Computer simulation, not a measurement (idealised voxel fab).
Process module under the name voxel capacitor over wiring
Xsec cut, 150 nm wide, square cell size 5 nm.
Think of the cross-section as a grid of square cells. We describe it in bands, top to bottom, and each band covers one or more rows of those cells.
Read a band's entry like this: the first values are the height of its top and the height of its bottom in nm, and what follows is the sequence of materials from left to right, each with its width in nm. Note that "blank" is empty space, and that a single material marked "everywhere" reaches across the band from edge to edge.
Zero point of the height axis is 0; under it, received wafer = one material. Lowest band: continues down indefinitely, "top 0, no bottom".
You'd read "30->40" like this: the band's top row of cells is as wide as the first number, its bottom row is as wide as the second, and going down, every row changes width by the same amount as the row before did.
"nothing changed" after a step means that no cell of the cross-section changed.
"Fully sealed voids": empty spaces of 8 cells or more with no open way to the top, each given as width x height at distance, distance from the left edge, all in nm.
Anything after a step's settings on that line? It's the simulator's own note about the step.
Steps that use a mask can have "overlay nm" on their line. It says how far the mask sat to the right of where it was meant to be. Negative means to the left.

## Set out below are the planned steps of the process
1: RECEIVE, material Si
2: CONFORMAL_DEP, material SiO2, thk nm 10
3: DIRECTIONAL_DEP, material TiN, thk nm 5
4: DIRECTIONAL_DEP, material W, thk nm 15
5: MASKED_ETCH, tone cover, mask id METAL_1, width nm 30, pitch nm 90, etch materials W, depth nm 15, overlay nm 0
6: MASKED_ETCH, tone cover, mask id METAL_1, width nm 30, pitch nm 90, etch materials TiN, depth nm 5, overlay nm 0
7: CONFORMAL_DEP, material SiN, thk nm 5
8: FILL_DEP, material SiO2, thk nm 5
9: CMP, height nm 30
10: CONFORMAL_DEP, material SiCN, thk nm 5
11: DIRECTIONAL_DEP, material SiO2, thk nm 10
12: MASKED_ETCH, tone open, mask id PLUG_1, width nm 15, etch materials SiO2, depth nm 10, overlay nm 0
13: MASKED_ETCH, tone open, mask id PLUG_1, width nm 15, etch materials SiCN, depth nm 5, overlay nm 0
14: EPI, material Ru, thk nm 10
15: EPI, material Ru, thk nm 5
16: DIRECTIONAL_DEP, material TiN, thk nm 5
17: DIRECTIONAL_DEP, material Al2O3, thk nm 5
18: DIRECTIONAL_DEP, material TiN, thk nm 10
19: DIRECTIONAL_DEP, material aC, thk nm 10
20: PATTERN, tone cover, mask id UPPER_PLATE, material resist, width nm 65, thk nm 30, overlay nm 0
21: DIRECTIONAL_ETCH, etch materials aC, depth nm 10
22: STRIP, etch materials resist
23: DIRECTIONAL_ETCH, etch materials TiN, depth nm 10
24: DIRECTIONAL_ETCH, etch materials Al2O3, depth nm 5
25: STRIP, etch materials aC
26: DIRECTIONAL_DEP, material aC, thk nm 10
27: PATTERN, tone cover, mask id LOWER_PLATE, material resist, width nm 75, thk nm 30, overlay nm 0
28: DIRECTIONAL_ETCH, etch materials aC, depth nm 10
29: STRIP, etch materials resist
30: DIRECTIONAL_ETCH, etch materials TiN, depth nm 5
31: STRIP, etch materials aC
32: FILL_DEP, material SiO2, thk nm 20
33: CMP, height nm 80
34: MASKED_ETCH, tone open, mask id PLUG_2, width nm 15, etch materials SiO2, depth nm 15, overlay nm 0
35: CONFORMAL_DEP, material TiN, thk nm 5
36: FILL_DEP, material W, thk nm 5
37: CMP, height nm 80
38: CONFORMAL_DEP, material SiN, thk nm 5

## Received-state cross-section, reflecting completion of step 1
    top 0, no bottom = Si everywhere
    Fully sealed voids: none

## What the wafer looks like in cross-section after this module, when it starts as shown above and follows the plan above but one mistake is made in running it
    top 85, bottom 80 = SiN everywhere
    top 80, bottom 75 = SiO2=40 / TiN=5 / W=5 / TiN=5 / SiO2=95
    top 75, bottom 70 = SiO2=40 / TiN=15 / SiO2=95
    top 70, bottom 65 = SiO2=30 / TiN=5 / SiO2=5 / TiN=55 / SiO2=55
    top 65, bottom 60 = SiO2=30 / TiN=65 / SiO2=55
    top 60, bottom 55 = SiO2=30 / Al2O3=5 / TiN=5 / Al2O3=55 / SiO2=55
    top 55, bottom 50 = Ru=35 / Al2O3=5 / Ru=110
    top 50, bottom 45 = TiN=30 / Ru=15 / TiN=105
    top 45, bottom 40 = SiO2=30 / TiN=15 / SiO2=105
    top 40, bottom 35 = SiO2=30 / Ru=15 / SiO2=105
    top 35, bottom 30 = SiCN=30 / Ru=15 / SiCN=105
    top 30, bottom 15 = SiO2=10 / SiN=5 / W=30 / SiN=5 / SiO2=50 / SiN=5 / W=30 / SiN=5 / SiO2=10
    top 15, bottom 10 = SiN=15 / TiN=30 / SiN=60 / TiN=30 / SiN=15
    top 10, bottom 0 = SiO2 everywhere
    top 0, no bottom = Si everywhere
    Fully sealed voids: none
Error vs. plan: contrary to the plan, steps 15 and 16 were processed in exchanged order
